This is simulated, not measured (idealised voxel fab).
process module | voxel plated lines
cross-section cut | 225 nm wide | cells 5 nm
A cross-section is a grid of square cells, given in bands from the top down. A band is one or more rows of cells.
Each band's line starts with the height of the band's top and of its bottom, in nm. Then come its materials from left to right, each with its width in nm. One material with "throughout" fills the band from edge to edge. "air" is empty space.
Height 0 is the level under which the wafer as received is all one material. The lowest band goes on downwards, as in "0 down".
A width such as "30 to 40" changes by the same amount from each row of cells to the next, from the band's top row to its bottom row.
"no change" after a step means that no cell of the cross-section changed.
closed voids: empty space of 8 cells or more with no open way to the top, each as width x height at its distance from the left edge, in nm
after a step's settings: what the simulator itself notes on the step
overlay nm, on a step with a mask: how far to the right of its planned place the mask lay; to the left if negative
plan
1 op RECEIVE | material Si
2 op CONFORMAL_DEP | material Al2O3 | thk nm 15
3 op DIRECTIONAL_DEP | material TiN | thk nm 5
4 op PATTERN | tone open | mask id LINES | material resist | width nm 20 | pitch nm 45 | thk nm 30 | overlay nm 0
5 op EPI | material Ru | thk nm 5
6 op EPI | material Ru | thk nm 10
7 op STRIP | etch materials resist
8 op DIRECTIONAL_ETCH | etch materials TiN | depth nm 5
9 op CONFORMAL_DEP | material SiN | thk nm 5
as received, after step 1
  0 down: Si throughout
  closed voids: none
a wafer at the end: this start, this plan, one mistake
  40 to 35: air 30 | SiN 30 | air 15 | SiN 30 | air 15 | SiN 30 | air 15 | SiN 30 | air 30
  35 to 20: air 30 | SiN 5 | Ru 20 | SiN 5 | air 15 | SiN 5 | Ru 20 | SiN 5 | air 15 | SiN 5 | Ru 20 | SiN 5 | air 15 | SiN 5 | Ru 20 | SiN 5 | air 30
  20 to 15: SiN 35 | TiN 20 | SiN 25 | TiN 20 | SiN 25 | TiN 20 | SiN 25 | TiN 20 | SiN 35
  15 to 0: TiN throughout
  0 down: Si throughout
  closed voids: none
what went wrong: step 2 ran as: op CONFORMAL_DEP | material TiN | thk nm 15
